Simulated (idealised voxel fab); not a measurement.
Process module name: voxel released beams
Displayed cross-section: cut, width of 165 nm, square cells sized 5 nm.
Reading order for cross-sections: top band down to bottom band. Underlying form: a grid of square cells. Band size: one or more rows of cells. For a band, the entry starts with two heights in nm, that of the top and then that of the bottom, and carries on with the band's materials in order from left to right, each alongside its width in nm; the word "throughout" beside a single material means it fills the band edge to edge, and "blank" means empty space. Heights from 0 (as-received wafer is one material below). Bottom band endless downward, as "0 down". With a width like "30 to 40", each row of cells in the band differs from the next by the same amount, the top row carrying the first number and the bottom row the second. Step note "no modification" = no cross-section cell changed. "Unvented voids" contains a list of empty spaces, each no smaller than 8 cells and without an open way to the top, written in the form width x height at distance with the distance from the left edge and all three in nm. after a step's settings: what the simulator itself notes on the step. "overlay nm" on a masked step: distance the mask lay right of its planned place, negative for left.

[List of planned process steps]
| 1 | op RECEIVE | material Si |
| 2 | op CONFORMAL_DEP | material SiN | thk nm 10 |
| 3 | op DIRECTIONAL_DEP | material SiO2 | thk nm 15 |
| 4 | op PATTERN | tone open | mask id ANCHOR | material resist | width nm 40 | thk nm 15 | overlay nm 0 |
| 5 | op DIRECTIONAL_ETCH | etch materials SiO2 | depth nm 15 |
| 6 | op STRIP | etch materials resist |
| 7 | op CONFORMAL_DEP | material W | thk nm 15 |
| 8 | op DIRECTIONAL_DEP | material aC | thk nm 10 |
| 9 | op PATTERN | tone cover | mask id BEAM | material resist | width nm 110 | thk nm 30 | overlay nm 0 |
| 10 | op DIRECTIONAL_ETCH | etch materials aC | depth nm 10 |
| 11 | op STRIP | etch materials resist |
| 12 | op DIRECTIONAL_ETCH | etch materials W | depth nm 15 |
| 13 | op STRIP | etch materials aC |
| 14 | op STRIP | etch materials SiO2 |

[Incoming wafer, cross-sectional view, post step 1]
> 0 down  Si throughout
> Unvented voids: none

[First wafer of two, sectioned at end of module; run went per plan]
> 40 to 25  blank=25 | W=20 | blank=10 | W=80 | blank=30
> 25 to 10  blank=30 | W=40 | blank=95
> 10 to 0  SiN throughout
> 0 down  Si throughout
> Unvented voids: none

[Wafer two, sectioned after the module: the first wafer's start, the first wafer's plan, and one mistake in how it was run]
> 30 to 15  blank=25 | W=20 | blank=10 | W=80 | blank=30
> 15 to 0  blank=30 | W=40 | blank=95
> 0 down  Si throughout
> Unvented voids: none
The mistake made against the process plan was this: execution of step 2 of the plan did not take place, the step having been omitted
at the end the second wafer has, in cells: -66 SiN
